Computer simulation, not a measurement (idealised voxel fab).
voxel self aligned vias: a process module
The width of the displayed cross-section, cut, is 225 nm; its cells are square, with a size of 5 nm.
Each cross-section below is a grid of square cells, stated as bands in top-down order, with one or more rows of cells making up each band.
The entry gives the band's vertical extent as a top height and a bottom height in nm, then its horizontal make-up as materials from left to right, each with a width in nm. "air" stands for empty space; a single material marked "full width" fills the band edge to edge.
Height 0 is the level under which the wafer as received is all one material. The lowest band goes on downwards, as in "0 down".
Note: "30->40" means the width goes from the first number (top row of the band) to the second number (bottom row) in equal steps per row of cells.
Key: "identical to before" - step with no changed cell in the cross-section.
Empty spaces counting at least 8 cells and having no open way to the top are listed in "Sealed internal voids". The notation width x height at distance is used for each, the distance being from the left edge and all three values in nm.
What comes after the settings on a step's line is commentary from the simulator itself on that step.
overlay nm: mask offset rightward from planned place, masked step; negative means leftward offset.

[Planned process steps]
1) RECEIVE [material Si]
2) CONFORMAL_DEP [material SiO2] [thk nm 10]
3) CONFORMAL_DEP [material SiCN] [thk nm 5]
4) DIRECTIONAL_DEP [material lowk] [thk nm 20]
5) DIRECTIONAL_DEP [material aC] [thk nm 10]
6) PATTERN [tone open] [mask id LINES] [material resist] [width nm 20] [pitch nm 55] [thk nm 25] [overlay nm 0]
7) DIRECTIONAL_ETCH [etch materials aC] [depth nm 10]
8) STRIP [etch materials resist]
9) DIRECTIONAL_ETCH [etch materials lowk] [depth nm 20]
10) STRIP [etch materials aC]
11) CONFORMAL_DEP [material TiN] [thk nm 5]
12) FILL_DEP [material Ru] [thk nm 10]
13) CMP [height nm 35]
14) SELECTIVE_ETCH [etch materials W Ru TiN] [depth nm 5]
15) FILL_DEP [material SiN] [thk nm 10]
16) CMP [height nm 35]
17) DIRECTIONAL_DEP [material lowk] [thk nm 15]
18) DIRECTIONAL_DEP [material aC] [thk nm 10]
19) PATTERN [tone open] [mask id VIAS] [material resist] [width nm 40] [pitch nm 110] [thk nm 25] [overlay nm 0]
20) DIRECTIONAL_ETCH [etch materials aC] [depth nm 10]
21) STRIP [etch materials resist]
22) DIRECTIONAL_ETCH [etch materials lowk] [depth nm 15]
23) DIRECTIONAL_ETCH [etch materials SiN] [depth nm 5]
24) STRIP [etch materials aC]
25) CONFORMAL_DEP [material TiN] [thk nm 5]
26) FILL_DEP [material Ru] [thk nm 10]
27) CMP [height nm 50]
28) CONFORMAL_DEP [material SiCN] [thk nm 5]

[Cross-sectional view of the wafer in its as-received condition, corresponding to the state after step 1]
- 0 down: Si full width
- Sealed internal voids: none

[Cross-sectional view of the first of the two wafers upon completion of the module, processed in accordance with the plan]
- 55 to 50: SiCN full width
- 50 to 40: lowk=35 | TiN=5 | Ru=30 | TiN=5 | lowk=70 | TiN=5 | Ru=30 | TiN=5 | lowk=40
- 40 to 35: lowk=35 | TiN=15 | Ru=10 | TiN=15 | lowk=70 | TiN=15 | Ru=10 | TiN=15 | lowk=40
- 35 to 30: lowk=45 | TiN=20 | lowk=35 | SiN=20 | lowk=35 | TiN=20 | lowk=50
- 30 to 20: lowk=45 | TiN=5 | Ru=10 | TiN=5 | lowk=35 | TiN=5 | Ru=10 | TiN=5 | lowk=35 | TiN=5 | Ru=10 | TiN=5 | lowk=50
- 20 to 15: lowk=45 | TiN=20 | lowk=35 | TiN=20 | lowk=35 | TiN=20 | lowk=50
- 15 to 10: SiCN full width
- 10 to 0: SiO2 full width
- 0 down: Si full width
- Sealed internal voids: none

[End-of-module cross-section of the second wafer: identical starting point and process plan to the first, with one processing mistake]
- 55 to 50: SiCN full width
- 50 to 40: Ru=30 | TiN=5 | lowk=40 | TiN=5 | Ru=60 | TiN=5 | lowk=40 | TiN=5 | Ru=35
- 40 to 35: TiN=35 | lowk=40 | TiN=30 | Ru=10 | TiN=30 | lowk=40 | TiN=40
- 35 to 30: lowk=45 | SiN=20 | lowk=35 | TiN=20 | lowk=35 | SiN=20 | lowk=50
- 30 to 20: lowk=45 | TiN=5 | Ru=10 | TiN=5 | lowk=35 | TiN=5 | Ru=10 | TiN=5 | lowk=35 | TiN=5 | Ru=10 | TiN=5 | lowk=50
- 20 to 15: lowk=45 | TiN=20 | lowk=35 | TiN=20 | lowk=35 | TiN=20 | lowk=50
- 15 to 10: SiCN full width
- 10 to 0: SiO2 full width
- 0 down: Si full width
- Sealed internal voids: none
Deviation noted in wafer processing: step 19 did not happen as planned, as run it was PATTERN [tone cover] [mask id VIAS] [material resist] [width nm 40] [pitch nm 110] [thk nm 25] [overlay nm 0]
Materials where the second wafer ends with more or fewer cells than the first: Ru +24 | SiN +4 | TiN +11 | lowk -39
